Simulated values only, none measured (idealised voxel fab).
Process module heading - voxel wiring stack
Cross-sectional view cut (width: 230 nm; square cell size: 5 nm).
Cross-section layout: square cells on a grid; listed as bands, top to bottom; a band spans one or more cell rows. What a band's entry tells you: where the top is and where the bottom is, as heights in nm, and after that what lies inside, material by material from left to right, each with its width in nm. Empty space is written as the word "blank", and a single material marked with the word "everywhere" occupies the band from edge to edge. Heights from 0 (as-received wafer is one material below). Bottom band endless downward, as "0 nm and below". Think of "30 to 40" as a width that walks from the first number to the second as you go down the band, top row to bottom row, taking equal-sized steps from row to row. Take "nothing different" at face value: in the step it is given for, the cross-section changed in none of its cells. Heads up: "Trapped voids" only lists the empty pockets with no open path to the top that are 8 cells or more, and it writes them as width x height at distance, distance from the left edge, in nm. Post-settings text on a step line: simulator's own remark regarding the step. On any step carrying a mask, the "overlay nm" setting, if present on the step's line, tells how far right of its planned place the mask lay; negative values point to the left. Everything after this point is organized in pairs: a cross-section before one process step, a cross-section after it that shows only as deep as the lowest changed band, and, under the pair, the intervening step with its settings. Because different runs of this module on the same starting wafer can supply different pairs, a pair continues from the pair above it only if its entry headed "Pre-step" says so.
Pre-step:
* 0 nm and below = Si everywhere
* Trapped voids: none
Step Result:
* 15 nm to 0 nm = SiO2 everywhere
* Nothing below the height 0 has changed.
* Trapped voids: none
Step that separates the before view from the after view above: CONFORMAL_DEP | material SiO2 | thk nm 15
Pre-step: the state before this step is the cross-section shown after the step in the pair just above.
Step Result:
* 20 nm to 15 nm = TiN everywhere
* Nothing below the height 15 has changed.
* Trapped voids: none
Step that separates the before view from the after view above: DIRECTIONAL_DEP | material TiN | thk nm 5
Pre-step: the state before this step is the cross-section shown after the step in the pair just above.
Step Result:
* 45 nm to 20 nm = W everywhere
* Nothing below the height 20 has changed.
* Trapped voids: none
Step that separates the before view from the after view above: DIRECTIONAL_DEP | material W | thk nm 25
Pre-step: the state before this step is the cross-section shown after the step in the pair just above.
Step Result:
* 60 nm to 45 nm = aC everywhere
* Nothing below the height 45 has changed.
* Trapped voids: none
Step that separates the before view from the after view above: DIRECTIONAL_DEP | material aC | thk nm 15
Pre-step: the state before this step is the cross-section shown after the step in the pair just above.
Step Result:
* 90 nm to 60 nm = blank=40, resist=25, blank=15, resist=25, blank=15, resist=25, blank=15, resist=25, blank=45
* Nothing below the height 60 has changed.
* Trapped voids: none
Step that separates the before view from the after view above: PATTERN | tone cover | mask id METAL_1 | material resist | width nm 25 | pitch nm 40 | thk nm 30 | overlay nm 0
Pre-step: the state before this step is the cross-section shown after the step in the pair just above.
Step Result:
* 75 nm to 60 nm = blank=40, resist=25, blank=15, resist=25, blank=15, resist=25, blank=15, resist=25, blank=45
* 60 nm to 45 nm = blank=40, aC=25, blank=15, aC=25, blank=15, aC=25, blank=15, aC=25, blank=45
* Nothing below the height 45 has changed.
* Trapped voids: none
Step that separates the before view from the after view above: DIRECTIONAL_ETCH | etch materials aC | depth nm 15
Pre-step: the state before this step is the cross-section shown after the step in the pair just above.
Step Result:
* 60 nm to 45 nm = blank=40, aC=25, blank=15, aC=25, blank=15, aC=25, blank=15, aC=25, blank=45
* Nothing below the height 45 has changed.
* Trapped voids: none
Step that separates the before view from the after view above: STRIP | etch materials resist
Pre-step: the state before this step is the cross-section shown after the step in the pair just above.
Step Result:
* 60 nm to 45 nm = blank=40, aC=25, blank=15, aC=25, blank=15, aC=25, blank=15, aC=25, blank=45
* 45 nm to 20 nm = blank=40, W=25, blank=15, W=25, blank=15, W=25, blank=15, W=25, blank=45
* Nothing below the height 20 has changed.
* Trapped voids: none
Step that separates the before view from the after view above: DIRECTIONAL_ETCH | etch materials W | depth nm 25
Pre-step: the state before this step is the cross-section shown after the step in the pair just above.
Step Result:
* 60 nm to 45 nm = blank=40, aC=25, blank=15, aC=25, blank=15, aC=25, blank=15, aC=25, blank=45
* 45 nm to 20 nm = blank=40, W=25, blank=15, W=25, blank=15, W=25, blank=15, W=25, blank=45
* 20 nm to 15 nm = blank=40, TiN=25, blank=15, TiN=25, blank=15, TiN=25, blank=15, TiN=25, blank=45
* Nothing below the height 15 has changed.
* Trapped voids: none
Step that separates the before view from the after view above: DIRECTIONAL_ETCH | etch materials TiN | depth nm 5
Pre-step: the state before this step is the cross-section shown after the step in the pair just above.
Step Result:
* 45 nm to 20 nm = blank=40, W=25, blank=15, W=25, blank=15, W=25, blank=15, W=25, blank=45
* Nothing below the height 20 has changed.
* Trapped voids: none
Step that separates the before view from the after view above: STRIP | etch materials aC
Pre-step: the state before this step is the cross-section shown after the step in the pair just above.
Step Result:
* 50 nm to 45 nm = lowk everywhere
* 45 nm to 20 nm = lowk=40, W=25, lowk=15, W=25, lowk=15, W=25, lowk=15, W=25, lowk=45
* 20 nm to 15 nm = lowk=40, TiN=25, lowk=15, TiN=25, lowk=15, TiN=25, lowk=15, TiN=25, lowk=45
* Nothing below the height 15 has changed.
* Trapped voids: none
Step that separates the before view from the after view above: FILL_DEP | material lowk | thk nm 5
Pre-step: the state before this step is the cross-section shown after the step in the pair just above.
Step Result:
* 45 nm to 20 nm = lowk=40, W=25, lowk=15, W=25, lowk=15, W=25, lowk=15, W=25, lowk=45
* Nothing below the height 20 has changed.
* Trapped voids: none
Step that separates the before view from the after view above: CMP | height nm 45
Pre-step: the state before this step is the cross-section shown after the step in the pair just above.
Step Result:
* 50 nm to 45 nm = SiCN everywhere
* Nothing below the height 45 has changed.
* Trapped voids: none
Step that separates the before view from the after view above: CONFORMAL_DEP | material SiCN | thk nm 5
Pre-step: the state before this step is the cross-section shown after the step in the pair just above.
Step Result:
* 65 nm to 50 nm = SiO2 everywhere
* Nothing below the height 50 has changed.
* Trapped voids: none
Step that separates the before view from the after view above: DIRECTIONAL_DEP | material SiO2 | thk nm 15
Pre-step: the state before this step is the cross-section shown after the step in the pair just above.
Step Result:
* 75 nm to 65 nm = aC everywhere
* Nothing below the height 65 has changed.
* Trapped voids: none
Step that separates the before view from the after view above: DIRECTIONAL_DEP | material aC | thk nm 10
Pre-step: the state before this step is the cross-section shown after the step in the pair just above.
Step Result:
* 100 nm to 75 nm = resist=40, blank=15, resist=65, blank=15, resist=95
* Nothing below the height 75 has changed.
* Trapped voids: none
Step that separates the before view from the after view above: PATTERN | tone open | mask id PLUG_1 | material resist | width nm 15 | pitch nm 80 | thk nm 25 | overlay nm 0
Pre-step: the state before this step is the cross-section shown after the step in the pair just above.
Step Result:
* 90 nm to 75 nm = resist=40, blank=15, resist=65, blank=15, resist=95
* 75 nm to 65 nm = aC=40, blank=15, aC=65, blank=15, aC=95
* Nothing below the height 65 has changed.
* Trapped voids: none
Step that separates the before view from the after view above: DIRECTIONAL_ETCH | etch materials aC | depth nm 10
Pre-step: the state before this step is the cross-section shown after the step in the pair just above.
Step Result:
* 75 nm to 65 nm = aC=40, blank=15, aC=65, blank=15, aC=95
* Nothing below the height 65 has changed.
* Trapped voids: none
Step that separates the before view from the after view above: STRIP | etch materials resist
Pre-step: the state before this step is the cross-section shown after the step in the pair just above.
Step Result:
* 75 nm to 65 nm = aC=40, blank=15, aC=65, blank=15, aC=95
* 65 nm to 50 nm = SiO2=40, blank=15, SiO2=65, blank=15, SiO2=95
* Nothing below the height 50 has changed.
* Trapped voids: none
Step that separates the before view from the after view above: DIRECTIONAL_ETCH | etch materials SiO2 | depth nm 15
Pre-step: the state before this step is the cross-section shown after the step in the pair just above.
Step Result:
* 75 nm to 65 nm = aC=40, blank=15, aC=65, blank=15, aC=95
* 65 nm to 50 nm = SiO2=40, blank=15, SiO2=65, blank=15, SiO2=95
* 50 nm to 45 nm = SiCN=40, blank=15, SiCN=65, blank=15, SiCN=95
* Nothing below the height 45 has changed.
* Trapped voids: none
Step that separates the before view from the after view above: DIRECTIONAL_ETCH | etch materials SiCN | depth nm 5
Pre-step: the state before this step is the cross-section shown after the step in the pair just above.
Step Result:
* 65 nm to 50 nm = SiO2=40, blank=15, SiO2=65, blank=15, SiO2=95
* Nothing below the height 50 has changed.
* Trapped voids: none
Step that separates the before view from the after view above: STRIP | etch materials aC
Pre-step: the state before this step is the cross-section shown after the step in the pair just above.
Step Result:
* 65 nm to 55 nm = SiO2=40, blank=15, SiO2=65, blank=15, SiO2=95
* 55 nm to 50 nm = SiO2=40, Ru=15, SiO2=65, Ru=15, SiO2=95
* 50 nm to 45 nm = SiCN=40, Ru=15, SiCN=65, Ru=15, SiCN=95
* Nothing below the height 45 has changed.
* Trapped voids: none
Step that separates the before view from the after view above: EPI | material Ru | thk nm 10
Pre-step: the state before this step is the cross-section shown after the step in the pair just above.
Step Result:
* 65 nm to 50 nm = SiO2=40, Ru=15, SiO2=65, Ru=15, SiO2=95
* Nothing below the height 50 has changed.
* Trapped voids: none
Step that separates the before view from the after view above: EPI | material Ru | thk nm 10
Pre-step: the state before this step is the cross-section shown after the step in the pair just above.
Step Result:
* 70 nm to 65 nm = TiN everywhere
* Nothing below the height 65 has changed.
* Trapped voids: none
Step that separates the before view from the after view above: DIRECTIONAL_DEP | material TiN | thk nm 5
Pre-step: the state before this step is the cross-section shown after the step in the pair just above.
Step Result:
* 85 nm to 70 nm = W everywhere
* Nothing below the height 70 has changed.
* Trapped voids: none
Step that separates the before view from the after view above: DIRECTIONAL_DEP | material W | thk nm 15
Pre-step: the state before this step is the cross-section shown after the step in the pair just above.
Step Result:
* 85 nm to 70 nm = blank=40, W=25, blank=15, W=25, blank=15, W=25, blank=15, W=25, blank=45
* Nothing below the height 70 has changed.
* Trapped voids: none
Step that separates the before view from the after view above: MASKED_ETCH | tone cover | mask id METAL_2 | width nm 25 | pitch nm 40 | etch materials W | depth nm 15 | overlay nm 0
Pre-step: the state before this step is the cross-section shown after the step in the pair just above.
Step Result:
* 85 nm to 70 nm = blank=40, W=25, blank=15, W=25, blank=15, W=25, blank=15, W=25, blank=45
* 70 nm to 65 nm = blank=40, TiN=25, blank=15, TiN=25, blank=15, TiN=25, blank=15, TiN=25, blank=45
* Nothing below the height 65 has changed.
* Trapped voids: none
Step that separates the before view from the after view above: MASKED_ETCH | tone cover | mask id METAL_2 | width nm 25 | pitch nm 40 | etch materials TiN | depth nm 5 | overlay nm 0
Pre-step: the state before this step is the cross-section shown after the step in the pair just above.
Step Result:
* 90 nm to 85 nm = blank=35, SiN=35, blank=5, SiN=35, blank=5, SiN=35, blank=5, SiN=35, blank=40
* 85 nm to 70 nm = blank=35, SiN=5, W=25, SiN=5, blank=5, SiN=5, W=25, SiN=5, blank=5, SiN=5, W=25, SiN=5, blank=5, SiN=5, W=25, SiN=5, blank=40
* 70 nm to 65 nm = SiN=40, TiN=25, SiN=15, TiN=25, SiN=15, TiN=25, SiN=15, TiN=25, SiN=45
* Nothing below the height 65 has changed.
* Trapped voids: none
Step that separates the before view from the after view above: CONFORMAL_DEP | material SiN | thk nm 5
Pre-step: the state before this step is the cross-section shown after the step in the pair just above.
Step Result:
* 95 nm to 90 nm = SiO2 everywhere
* 90 nm to 85 nm = SiO2=35, SiN=35, SiO2=5, SiN=35, SiO2=5, SiN=35, SiO2=5, SiN=35, SiO2=40
* 85 nm to 70 nm = SiO2=35, SiN=5, W=25, SiN=5, SiO2=5, SiN=5, W=25, SiN=5, SiO2=5, SiN=5, W=25, SiN=5, SiO2=5, SiN=5, W=25, SiN=5, SiO2=40
* Nothing below the height 70 has changed.
* Trapped voids: none
Step that separates the before view from the after view above: FILL_DEP | material SiO2 | thk nm 5
Pre-step: the state before this step is the cross-section shown after the step in the pair just above.
Step Result:
* 85 nm to 70 nm = SiO2=35, SiN=5, W=25, SiN=5, SiO2=5, SiN=5, W=25, SiN=5, SiO2=5, SiN=5, W=25, SiN=5, SiO2=5, SiN=5, W=25, SiN=5, SiO2=40
* Nothing below the height 70 has changed.
* Trapped voids: none
Step that separates the before view from the after view above: CMP | height nm 85
Pre-step: the state before this step is the cross-section shown after the step in the pair just above.
Step Result:
* 90 nm to 85 nm = SiCN everywhere
* Nothing below the height 85 has changed.
* Trapped voids: none
Step that separates the before view from the after view above: CONFORMAL_DEP | material SiCN | thk nm 5
Pre-step: the state before this step is the cross-section shown after the step in the pair just above.
Step Result:
* 115 nm to 90 nm = lowk everywhere
* Nothing below the height 90 has changed.
* Trapped voids: none
Step that separates the before view from the after view above: DIRECTIONAL_DEP | material lowk | thk nm 25
Pre-step: the state before this step is the cross-section shown after the step in the pair just above.
Step Result:
* 130 nm to 115 nm = aC everywhere
* Nothing below the height 115 has changed.
* Trapped voids: none
Step that separates the before view from the after view above: DIRECTIONAL_DEP | material aC | thk nm 15
Pre-step: the state before this step is the cross-section shown after the step in the pair just above.
Step Result:
* 165 nm to 130 nm = resist=40, blank=15, resist=25, blank=15, resist=25, blank=15, resist=25, blank=15, resist=55
* Nothing below the height 130 has changed.
* Trapped voids: none
Step that separates the before view from the after view above: PATTERN | tone open | mask id METAL_3_HOLES | material resist | width nm 15 | pitch nm 40 | thk nm 35 | overlay nm 0
Pre-step: the state before this step is the cross-section shown after the step in the pair just above.
Step Result:
* 150 nm to 130 nm = resist=40, blank=15, resist=25, blank=15, resist=25, blank=15, resist=25, blank=15, resist=55
* 130 nm to 115 nm = aC=40, blank=15, aC=25, blank=15, aC=25, blank=15, aC=25, blank=15, aC=55
* Nothing below the height 115 has changed.
* Trapped voids: none
Step that separates the before view from the after view above: DIRECTIONAL_ETCH | etch materials aC | depth nm 15
Pre-step: the state before this step is the cross-section shown after the step in the pair just above.
Step Result:
* 130 nm to 115 nm = aC=40, blank=15, aC=25, blank=15, aC=25, blank=15, aC=25, blank=15, aC=55
* Nothing below the height 115 has changed.
* Trapped voids: none
Step that separates the before view from the after view above: STRIP | etch materials resist
Pre-step: the state before this step is the cross-section shown after the step in the pair just above.
Step Result:
* 130 nm to 115 nm = aC=40, blank=15, aC=25, blank=15, aC=25, blank=15, aC=25, blank=15, aC=55
* 115 nm to 90 nm = lowk=40, blank=15, lowk=25, blank=15, lowk=25, blank=15, lowk=25, blank=15, lowk=55
* Nothing below the height 90 has changed.
* Trapped voids: none
Step that separates the before view from the after view above: DIRECTIONAL_ETCH | etch materials lowk | depth nm 25
Pre-step: the state before this step is the cross-section shown after the step in the pair just above.
Step Result:
* 115 nm to 90 nm = lowk=40, blank=15, lowk=25, blank=15, lowk=25, blank=15, lowk=25, blank=15, lowk=55
* Nothing below the height 90 has changed.
* Trapped voids: none
Step that separates the before view from the after view above: STRIP | etch materials aC
Pre-step: the state before this step is the cross-section shown after the step in the pair just above.
Step Result:
* 125 nm to 115 nm = aC=40, blank=15, aC=25, blank=15, aC=25, blank=15, aC=25, blank=15, aC=55
* 115 nm to 100 nm = lowk=40, blank=15, lowk=25, blank=15, lowk=25, blank=15, lowk=25, blank=15, lowk=55
* 100 nm to 90 nm = lowk=40, aC=15, lowk=25, aC=15, lowk=25, aC=15, lowk=25, aC=15, lowk=55
* Nothing below the height 90 has changed.
* Trapped voids: none
Step that separates the before view from the after view above: DIRECTIONAL_DEP | material aC | thk nm 10
Pre-step: the state before this step is the cross-section shown after the step in the pair just above.
Step Result:
* 150 nm to 125 nm = resist=40, blank=25, resist=15, blank=25, resist=15, blank=25, resist=15, blank=25, resist=45
* Nothing below the height 125 has changed.
* Trapped voids: none
Step that separates the before view from the after view above: PATTERN | tone open | mask id METAL_3 | material resist | width nm 25 | pitch nm 40 | thk nm 25 | overlay nm 0
Pre-step: the state before this step is the cross-section shown after the step in the pair just above.
Step Result:
* 140 nm to 125 nm = resist=40, blank=25, resist=15, blank=25, resist=15, blank=25, resist=15, blank=25, resist=45
* 125 nm to 115 nm = aC=40, blank=25, aC=15, blank=25, aC=15, blank=25, aC=15, blank=25, aC=45
* 115 nm to 90 nm = lowk=40, blank=15, lowk=25, blank=15, lowk=25, blank=15, lowk=25, blank=15, lowk=55
* Nothing below the height 90 has changed.
* Trapped voids: none
Step that separates the before view from the after view above: DIRECTIONAL_ETCH | etch materials aC | depth nm 10
Pre-step: the state before this step is the cross-section shown after the step in the pair just above.
Step Result:
* 125 nm to 115 nm = aC=40, blank=25, aC=15, blank=25, aC=15, blank=25, aC=15, blank=25, aC=45
* Nothing below the height 115 has changed.
* Trapped voids: none
Step that separates the before view from the after view above: STRIP | etch materials resist
Pre-step: the state before this step is the cross-section shown after the step in the pair just above.
Step Result:
* 125 nm to 115 nm = aC=40, blank=25, aC=15, blank=25, aC=15, blank=25, aC=15, blank=25, aC=45
* 115 nm to 100 nm = lowk=40, blank=25, lowk=15, blank=25, lowk=15, blank=25, lowk=15, blank=25, lowk=45
* Nothing below the height 100 has changed.
* Trapped voids: none
Step that separates the before view from the after view above: DIRECTIONAL_ETCH | etch materials lowk | depth nm 15
Pre-step: the state before this step is the cross-section shown after the step in the pair just above.
Step Result:
* 125 nm to 115 nm = aC=40, blank=25, aC=15, blank=25, aC=15, blank=25, aC=15, blank=25, aC=45
* 115 nm to 100 nm = lowk=40, blank=25, lowk=15, blank=25, lowk=15, blank=25, lowk=15, blank=25, lowk=45
* 100 nm to 90 nm = lowk=40, blank=15, lowk=25, blank=15, lowk=25, blank=15, lowk=25, blank=15, lowk=55
* 90 nm to 85 nm = SiCN=40, blank=15, SiCN=25, blank=15, SiCN=25, blank=15, SiCN=25, blank=15, SiCN=55
* Nothing below the height 85 has changed.
* Trapped voids: none
Step that separates the before view from the after view above: DIRECTIONAL_ETCH | etch materials SiCN | depth nm 5
Pre-step: the state before this step is the cross-section shown after the step in the pair just above.
Step Result:
* 115 nm to 100 nm = lowk=40, blank=25, lowk=15, blank=25, lowk=15, blank=25, lowk=15, blank=25, lowk=45
* Nothing below the height 100 has changed.
* Trapped voids: none
Step that separates the before view from the after view above: STRIP | etch materials aC
Pre-step: the state before this step is the cross-section shown after the step in the pair just above.
Step Result:
* 120 nm to 115 nm = TiN=45, blank=15, TiN=25, blank=15, TiN=25, blank=15, TiN=25, blank=15, TiN=50
* 115 nm to 105 nm = lowk=40, TiN=5, blank=15, TiN=5, lowk=15, TiN=5, blank=15, TiN=5, lowk=15, TiN=5, blank=15, TiN=5, lowk=15, TiN=5, blank=15, TiN=5, lowk=45
* 105 nm to 100 nm = lowk=40, TiN=5, blank=5, TiN=15, lowk=15, TiN=5, blank=5, TiN=15, lowk=15, TiN=5, blank=5, TiN=15, lowk=15, TiN=5, blank=5, TiN=15, lowk=45
* 100 nm to 90 nm = lowk=40, TiN=5, blank=5, TiN=5, lowk=25, TiN=5, blank=5, TiN=5, lowk=25, TiN=5, blank=5, TiN=5, lowk=25, TiN=5, blank=5, TiN=5, lowk=55
* 90 nm to 85 nm = SiCN=40, TiN=15, SiCN=25, TiN=15, SiCN=25, TiN=15, SiCN=25, TiN=15, SiCN=55
* Nothing below the height 85 has changed.
* Trapped voids: none
Step that separates the before view from the after view above: CONFORMAL_DEP | material TiN | thk nm 5
Pre-step: the state before this step is the cross-section shown after the step in the pair just above.
Step Result:
* 125 nm to 120 nm = Ru everywhere
* 120 nm to 115 nm = TiN=45, Ru=15, TiN=25, Ru=15, TiN=25, Ru=15, TiN=25, Ru=15, TiN=50
* 115 nm to 105 nm = lowk=40, TiN=5, Ru=15, TiN=5, lowk=15, TiN=5, Ru=15, TiN=5, lowk=15, TiN=5, Ru=15, TiN=5, lowk=15, TiN=5, Ru=15, TiN=5, lowk=45
* 105 nm to 100 nm = lowk=40, TiN=5, Ru=5, TiN=15, lowk=15, TiN=5, Ru=5, TiN=15, lowk=15, TiN=5, Ru=5, TiN=15, lowk=15, TiN=5, Ru=5, TiN=15, lowk=45
* 100 nm to 90 nm = lowk=40, TiN=5, Ru=5, TiN=5, lowk=25, TiN=5, Ru=5, TiN=5, lowk=25, TiN=5, Ru=5, TiN=5, lowk=25, TiN=5, Ru=5, TiN=5, lowk=55
* Nothing below the height 90 has changed.
* Trapped voids: none
Step that separates the before view from the after view above: FILL_DEP | material Ru | thk nm 5
Pre-step: the state before this step is the cross-section shown after the step in the pair just above.
Step Result:
* 115 nm to 105 nm = lowk=40, TiN=5, Ru=15, TiN=5, lowk=15, TiN=5, Ru=15, TiN=5, lowk=15, TiN=5, Ru=15, TiN=5, lowk=15, TiN=5, Ru=15, TiN=5, lowk=45
* Nothing below the height 105 has changed.
* Trapped voids: none
Step that separates the before view from the after view above: CMP | height nm 115
Pre-step: the state before this step is the cross-section shown after the step in the pair just above.
Step Result:
* 120 nm to 115 nm = SiCN everywhere
* Nothing below the height 115 has changed.
* Trapped voids: none
Step that separates the before view from the after view above: CONFORMAL_DEP | material SiCN | thk nm 5
Pre-step: the state before this step is the cross-section shown after the step in the pair just above.
Step Result:
* 135 nm to 120 nm = lowk everywhere
* Nothing below the height 120 has changed.
* Trapped voids: none
Step that separates the before view from the after view above: DIRECTIONAL_DEP | material lowk | thk nm 15
Pre-step: the state before this step is the cross-section shown after the step in the pair just above.
Step Result:
* 150 nm to 135 nm = resist=40, blank=15, resist=65, blank=15, resist=95
* Nothing below the height 135 has changed.
* Trapped voids: none
Step that separates the before view from the after view above: PATTERN | tone open | mask id PLUG_3 | material resist | width nm 15 | pitch nm 80 | thk nm 15 | overlay nm 0
Pre-step: the state before this step is the cross-section shown after the step in the pair just above.
Step Result:
* 150 nm to 135 nm = resist=40, blank=15, resist=65, blank=15, resist=95
* 135 nm to 120 nm = lowk=40, blank=15, lowk=65, blank=15, lowk=95
* Nothing below the height 120 has changed.
* Trapped voids: none
Step that separates the before view from the after view above: DIRECTIONAL_ETCH | etch materials lowk | depth nm 15
Pre-step: the state before this step is the cross-section shown after the step in the pair just above.
Step Result:
* 150 nm to 135 nm = resist=40, blank=15, resist=65, blank=15, resist=95
* 135 nm to 120 nm = lowk=40, blank=15, lowk=65, blank=15, lowk=95
* 120 nm to 115 nm = SiCN=40, blank=15, SiCN=65, blank=15, SiCN=95
* Nothing below the height 115 has changed.
* Trapped voids: none
Step that separates the before view from the after view above: DIRECTIONAL_ETCH | etch materials SiCN | depth nm 5
Pre-step: the state before this step is the cross-section shown after the step in the pair just above.
Step Result:
* 135 nm to 120 nm = lowk=40, blank=15, lowk=65, blank=15, lowk=95
* Nothing below the height 120 has changed.
* Trapped voids: none
Step that separates the before view from the after view above: STRIP | etch materials resist
Pre-step: the state before this step is the cross-section shown after the step in the pair just above.
Step Result:
* 140 nm to 135 nm = TiN=45, blank=5, TiN=75, blank=5, TiN=100
* 135 nm to 120 nm = lowk=40, TiN=5, blank=5, TiN=5, lowk=65, TiN=5, blank=5, TiN=5, lowk=95
* 120 nm to 115 nm = SiCN=40, TiN=15, SiCN=65, TiN=15, SiCN=95
* Nothing below the height 115 has changed.
* Trapped voids: none
Step that separates the before view from the after view above: CONFORMAL_DEP | material TiN | thk nm 5
Pre-step: the state before this step is the cross-section shown after the step in the pair just above.
Step Result:
* 145 nm to 140 nm = W everywhere
* 140 nm to 135 nm = TiN=45, W=5, TiN=75, W=5, TiN=100
* 135 nm to 120 nm = lowk=40, TiN=5, W=5, TiN=5, lowk=65, TiN=5, W=5, TiN=5, lowk=95
* Nothing below the height 120 has changed.
* Trapped voids: none
Step that separates the before view from the after view above: FILL_DEP | material W | thk nm 5
Pre-step: the state before this step is the cross-section shown after the step in the pair just above.
Step Result:
* 135 nm to 120 nm = lowk=40, TiN=5, W=5, TiN=5, lowk=65, TiN=5, W=5, TiN=5, lowk=95
* Nothing below the height 120 has changed.
* Trapped voids: none
Step that separates the before view from the after view above: CMP | height nm 135
Pre-step: the state before this step is the cross-section shown after the step in the pair just above.
Step Result:
* 140 nm to 135 nm = TiN everywhere
* Nothing below the height 135 has changed.
* Trapped voids: none
Step that separates the before view from the after view above: DIRECTIONAL_DEP | material TiN | thk nm 5
Pre-step: the state before this step is the cross-section shown after the step in the pair just above.
Step Result:
* 155 nm to 140 nm = W everywhere
* Nothing below the height 140 has changed.
* Trapped voids: none
Step that separates the before view from the after view above: DIRECTIONAL_DEP | material W | thk nm 15
Pre-step: the state before this step is the cross-section shown after the step in the pair just above.
Step Result:
* 170 nm to 155 nm = blank=40, resist=25, blank=15, resist=25, blank=15, resist=25, blank=15, resist=25, blank=45
* Nothing below the height 155 has changed.
* Trapped voids: none
Step that separates the before view from the after view above: PATTERN | tone cover | mask id METAL_4 | material resist | width nm 25 | pitch nm 40 | thk nm 15 | overlay nm 0
Pre-step: the state before this step is the cross-section shown after the step in the pair just above.
Step Result:
* 170 nm to 155 nm = blank=40, resist=25, blank=15, resist=25, blank=15, resist=25, blank=15, resist=25, blank=45
* 155 nm to 140 nm = blank=40, W=25, blank=15, W=25, blank=15, W=25, blank=15, W=25, blank=45
* Nothing below the height 140 has changed.
* Trapped voids: none
Step that separates the before view from the after view above: DIRECTIONAL_ETCH | etch materials W | depth nm 15
Pre-step: the state before this step is the cross-section shown after the step in the pair just above.
Step Result:
* 170 nm to 155 nm = blank=40, resist=25, blank=15, resist=25, blank=15, resist=25, blank=15, resist=25, blank=45
* 155 nm to 140 nm = blank=40, W=25, blank=15, W=25, blank=15, W=25, blank=15, W=25, blank=45
* 140 nm to 135 nm = blank=40, TiN=25, blank=15, TiN=25, blank=15, TiN=25, blank=15, TiN=25, blank=45
* Nothing below the height 135 has changed.
* Trapped voids: none
Step that separates the before view from the after view above: DIRECTIONAL_ETCH | etch materials TiN | depth nm 5
Pre-step: the state before this step is the cross-section shown after the step in the pair just above.
Step Result:
* 155 nm to 140 nm = blank=40, W=25, blank=15, W=25, blank=15, W=25, blank=15, W=25, blank=45
* Nothing below the height 140 has changed.
* Trapped voids: none
Step that separates the before view from the after view above: STRIP | etch materials resist
Pre-step: the state before this step is the cross-section shown after the step in the pair just above.
Step Result:
* 165 nm to 155 nm = lowk everywhere
* 155 nm to 140 nm = lowk=40, W=25, lowk=15, W=25, lowk=15, W=25, lowk=15, W=25, lowk=45
* 140 nm to 135 nm = lowk=40, TiN=25, lowk=15, TiN=25, lowk=15, TiN=25, lowk=15, TiN=25, lowk=45
* Nothing below the height 135 has changed.
* Trapped voids: none
Step that separates the before view from the after view above: FILL_DEP | material lowk | thk nm 10
Pre-step: the state before this step is the cross-section shown after the step in the pair just above.
Step Result:
* 155 nm to 140 nm = lowk=40, W=25, lowk=15, W=25, lowk=15, W=25, lowk=15, W=25, lowk=45
* Nothing below the height 140 has changed.
* Trapped voids: none
Step that separates the before view from the after view above: CMP | height nm 155
Pre-step: the state before this step is the cross-section shown after the step in the pair just above.
Step Result:
* 160 nm to 155 nm = SiCN everywhere
* Nothing below the height 155 has changed.
* Trapped voids: none
Step that separates the before view from the after view above: CONFORMAL_DEP | material SiCN | thk nm 5
Pre-step:
* 65 nm to 55 nm = SiO2=40, blank=15, SiO2=65, blank=15, SiO2=95
* 55 nm to 50 nm = SiO2=40, Ru=15, SiO2=65, Ru=15, SiO2=95
* 50 nm to 45 nm = SiCN=40, Ru=15, SiCN=65, Ru=15, SiCN=95
* 45 nm to 20 nm = lowk=40, W=25, lowk=15, W=25, lowk=15, W=25, lowk=15, W=25, lowk=45
* 20 nm to 15 nm = lowk=40, TiN=25, lowk=15, TiN=25, lowk=15, TiN=25, lowk=15, TiN=25, lowk=45
* 15 nm to 0 nm = SiO2 everywhere
* 0 nm and below = Si everywhere
* Trapped voids: none
Step Result:
* 70 nm to 65 nm = TiN=40, blank=15, TiN=65, blank=15, TiN=95
* 65 nm to 60 nm = SiO2=40, blank=15, SiO2=65, blank=15, SiO2=95
* 60 nm to 55 nm = SiO2=40, TiN=15, SiO2=65, TiN=15, SiO2=95
* Nothing below the height 55 has changed.
* Trapped voids: none
Step that separates the before view from the after view above: DIRECTIONAL_DEP | material TiN | thk nm 5
Pre-step: the state before this step is the cross-section shown after the step in the pair just above.
Step Result:
* 85 nm to 75 nm = W=40, blank=15, W=65, blank=15, W=95
* 75 nm to 70 nm = W everywhere
* 70 nm to 65 nm = TiN=40, W=15, TiN=65, W=15, TiN=95
* 65 nm to 60 nm = SiO2=40, W=15, SiO2=65, W=15, SiO2=95
* Nothing below the height 60 has changed.
* Trapped voids: none
Step that separates the before view from the after view above: DIRECTIONAL_DEP | material W | thk nm 15
Pre-step: the state before this step is the cross-section shown after the step in the pair just above.
Step Result:
* 85 nm to 75 nm = blank=55, W=10, blank=15, W=25, blank=30, W=10, blank=15, W=25, blank=45
* 75 nm to 70 nm = blank=40, W=25, blank=15, W=25, blank=15, W=25, blank=15, W=25, blank=45
* Nothing below the height 70 has changed.
* Trapped voids: none
Step that separates the before view from the after view above: MASKED_ETCH | tone cover | mask id METAL_2 | width nm 25 | pitch nm 40 | etch materials W | depth nm 15 | overlay nm 0
Pre-step: the state before this step is the cross-section shown after the step in the pair just above.
Step Result:
* 85 nm to 75 nm = blank=55, W=10, blank=15, W=25, blank=30, W=10, blank=15, W=25, blank=45
* 75 nm to 70 nm = blank=40, W=25, blank=15, W=25, blank=15, W=25, blank=15, W=25, blank=45
* 70 nm to 65 nm = blank=40, W=15, TiN=10, blank=15, TiN=25, blank=15, W=15, TiN=10, blank=15, TiN=25, blank=45
* Nothing below the height 65 has changed.
* Trapped voids: none
Step that separates the before view from the after view above: MASKED_ETCH | tone cover | mask id METAL_2 | width nm 25 | pitch nm 40 | etch materials TiN | depth nm 5 | overlay nm 0
Pre-step: the state before this step is the cross-section shown after the step in the pair just above.
Step Result:
* 90 nm to 85 nm = blank=50, SiN=20, blank=5, SiN=35, blank=20, SiN=20, blank=5, SiN=35, blank=40
* 85 nm to 75 nm = blank=50 to 35, SiN=5 to 20, W=10, SiN=5, blank=5, SiN=5, W=25, SiN=5, blank=20 to 5, SiN=5 to 20, W=10, SiN=5, blank=5, SiN=5, W=25, SiN=5, blank=40
* 75 nm to 70 nm = blank=35, SiN=5, W=25, SiN=5, blank=5, SiN=5, W=25, SiN=5, blank=5, SiN=5, W=25, SiN=5, blank=5, SiN=5, W=25, SiN=5, blank=40
* 70 nm to 65 nm = SiN=40, W=15, TiN=10, SiN=15, TiN=25, SiN=15, W=15, TiN=10, SiN=15, TiN=25, SiN=45
* Nothing below the height 65 has changed.
* Trapped voids: none
Step that separates the before view from the after view above: CONFORMAL_DEP | material SiN | thk nm 5
